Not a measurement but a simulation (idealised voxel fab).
Process module, titled voxel lift off
Section cut is 170 nm wide and gridded with 5 nm square cells.
Square cells in a grid make up a cross-section in this document, and the grid is given as bands, listed from the top down, each one or more rows of cells.
Look at the band entry: it leads with the top's height and the bottom's height in nm. Then it lists the materials left to right, with a width in nm for each. The word "everywhere" on a single material says that material fills the band edge to edge. The word "empty" is empty space.
We count height from 0. Below that, the starting wafer is all one material. The lowest band never ends at the bottom but goes on down; see "top 0, no bottom" for how that is written.
The two numbers in a width such as "30->40" mark its ends across the band: the first belongs to the top row of cells, the second to the bottom row, and from each row to the next the width moves by the same amount.
Step note "changes: none" = no cross-section cell changed.
Each empty space that has no open way to the top and spans at least 8 cells appears under "Voids lacking openings" as width x height at distance, the distance counted from the left edge, all in nm.
after a step's settings: what the simulator itself notes on the step
overlay nm: right-of-plan distance of the mask on a masked step; negative values mean left-of-plan.

Process steps foreseen in the plan
1,RECEIVE with material Si
2,CONFORMAL_DEP with material SiN, thk nm 5
3,PATTERN with tone open, mask id LINES, material resist, width nm 20, pitch nm 50, thk nm 25, overlay nm 0
4,DIRECTIONAL_DEP with material Ru, thk nm 10
5,STRIP with etch materials resist
6,CONFORMAL_DEP with material SiCN, thk nm 5

So, the first of our two wafers, run just as we planned it

Cross-sectional view of the wafer in its as-received condition, corresponding to the state after step 1
    top 0, no bottom: Si everywhere
    Voids lacking openings: none

Wafer section view after processing step 2
    top 5, bottom 0: SiN everywhere
    For the remainder of the cross-section, below 0, there is no change.

Wafer section view after processing step 3
    top 30, bottom 5: 50 resist | 20 empty | 30 resist | 20 empty | 50 resist
    For the remainder of the cross-section, below 5, there is no change.

Wafer section view after processing step 4
    top 40, bottom 30: 50 Ru | 20 empty | 30 Ru | 20 empty | 50 Ru
    top 30, bottom 15: 50 resist | 20 empty | 30 resist | 20 empty | 50 resist
    top 15, bottom 5: 50 resist | 20 Ru | 30 resist | 20 Ru | 50 resist
    For the remainder of the cross-section, below 5, there is no change.

Wafer section view after processing step 5
    top 15, bottom 5: 50 empty | 20 Ru | 30 empty | 20 Ru | 50 empty
    For the remainder of the cross-section, below 5, there is no change.

Wafer section view after processing step 6
    top 20, bottom 15: 45 empty | 30 SiCN | 20 empty | 30 SiCN | 45 empty
    top 15, bottom 10: 45 empty | 5 SiCN | 20 Ru | 5 SiCN | 20 empty | 5 SiCN | 20 Ru | 5 SiCN | 45 empty
    top 10, bottom 5: 50 SiCN | 20 Ru | 30 SiCN | 20 Ru | 50 SiCN
    For the remainder of the cross-section, below 5, there is no change.

Second wafer, same starting conditions and recipe as the first, one mistake in executing it, nothing differs from the first up to and including step 1

The second wafer cut through, at the time step 2 was supposed to be finished: changes: none

The second wafer cut through, at the time step 3 was supposed to be finished
    top 25, bottom 0: 50 resist | 20 empty | 30 resist | 20 empty | 50 resist
    For the remainder of the cross-section, below 0, there is no change.

The second wafer cut through, at the time step 4 was supposed to be finished
    top 35, bottom 25: 50 Ru | 20 empty | 30 Ru | 20 empty | 50 Ru
    top 25, bottom 10: 50 resist | 20 empty | 30 resist | 20 empty | 50 resist
    top 10, bottom 0: 50 resist | 20 Ru | 30 resist | 20 Ru | 50 resist
    For the remainder of the cross-section, below 0, there is no change.

The second wafer cut through, at the time step 5 was supposed to be finished
    top 10, bottom 0: 50 empty | 20 Ru | 30 empty | 20 Ru | 50 empty
    For the remainder of the cross-section, below 0, there is no change.

The second wafer cut through, at the time step 6 was supposed to be finished
    top 15, bottom 10: 45 empty | 30 SiCN | 20 empty | 30 SiCN | 45 empty
    top 10, bottom 5: 45 empty | 5 SiCN | 20 Ru | 5 SiCN | 20 empty | 5 SiCN | 20 Ru | 5 SiCN | 45 empty
    top 5, bottom 0: 50 SiCN | 20 Ru | 30 SiCN | 20 Ru | 50 SiCN
    For the remainder of the cross-section, below 0, there is no change.
Which mistake was made when the wafer was run? step 2 of the plan was bypassed and not carried out
Cell-count delta at end, second wafer over first, by material: 34 fewer of SiN
